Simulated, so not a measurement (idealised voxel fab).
process module | voxel quadruple lines
cross-section cut | 185 nm wide | cells 5 nm
A cross-section is a grid of square cells, given in bands from the top down. A band is one or more rows of cells.
Each band's line starts with the height of the band's top and of its bottom, in nm. Then come its materials from left to right, each with its width in nm. One material with "throughout" fills the band from edge to edge. "air" is empty space.
Height 0 is the level under which the wafer as received is all one material. The lowest band goes on downwards, as in "0 down".
A width such as "30 to 40" changes by the same amount from each row of cells to the next, from the band's top row to its bottom row.
"no change" after a step means that no cell of the cross-section changed.
closed voids: empty space of 8 cells or more with no open way to the top, each as width x height at its distance from the left edge, in nm
after a step's settings: what the simulator itself notes on the step
overlay nm, on a step with a mask: how far to the right of its planned place the mask lay; to the left if negative
plan
1 op RECEIVE | material Si
2 op CONFORMAL_DEP | material SiO2 | thk nm 10
3 op DIRECTIONAL_DEP | material W | thk nm 10
4 op DIRECTIONAL_DEP | material polySi | thk nm 20
5 op DIRECTIONAL_DEP | material aC | thk nm 20
6 op PATTERN | tone cover | mask id MANDREL | material resist | width nm 35 | thk nm 30 | overlay nm 0
7 op DIRECTIONAL_ETCH | etch materials aC | depth nm 20
8 op STRIP | etch materials resist
9 op CONFORMAL_DEP | material SiO2 | thk nm 15
10 op DIRECTIONAL_ETCH | etch materials SiO2 | depth nm 15
11 op STRIP | etch materials aC
12 op DIRECTIONAL_ETCH | etch materials polySi | depth nm 20
13 op STRIP | etch materials SiO2
14 op CONFORMAL_DEP | material SiCN | thk nm 10
15 op DIRECTIONAL_ETCH | etch materials SiCN | depth nm 10
16 op STRIP | etch materials polySi
17 op DIRECTIONAL_ETCH | etch materials W | depth nm 10
18 op STRIP | etch materials SiCN
19 op FILL_DEP | material SiO2 | thk nm 10
20 op CMP | height nm 20
as received, after step 1
  0 down: Si throughout
  closed voids: none
first wafer at the end, as planned
  20 to 10: SiO2 50 | W 10 | SiO2 15 | W 10 | SiO2 15 | W 10 | SiO2 15 | W 10 | SiO2 50
  10 to 0: SiO2 throughout
  0 down: Si throughout
  closed voids: none
second wafer at the end: like start, like plan, one mistake
  20 to 10: SiO2 throughout
  10 to 0: SiO2 50 | W 10 | SiO2 15 | W 10 | SiO2 15 | W 10 | SiO2 15 | W 10 | SiO2 50
  0 down: Si throughout
  closed voids: none
what went wrong: step 2 was left out
at the end the second wafer has, in cells: as many of each material as the first, in other places
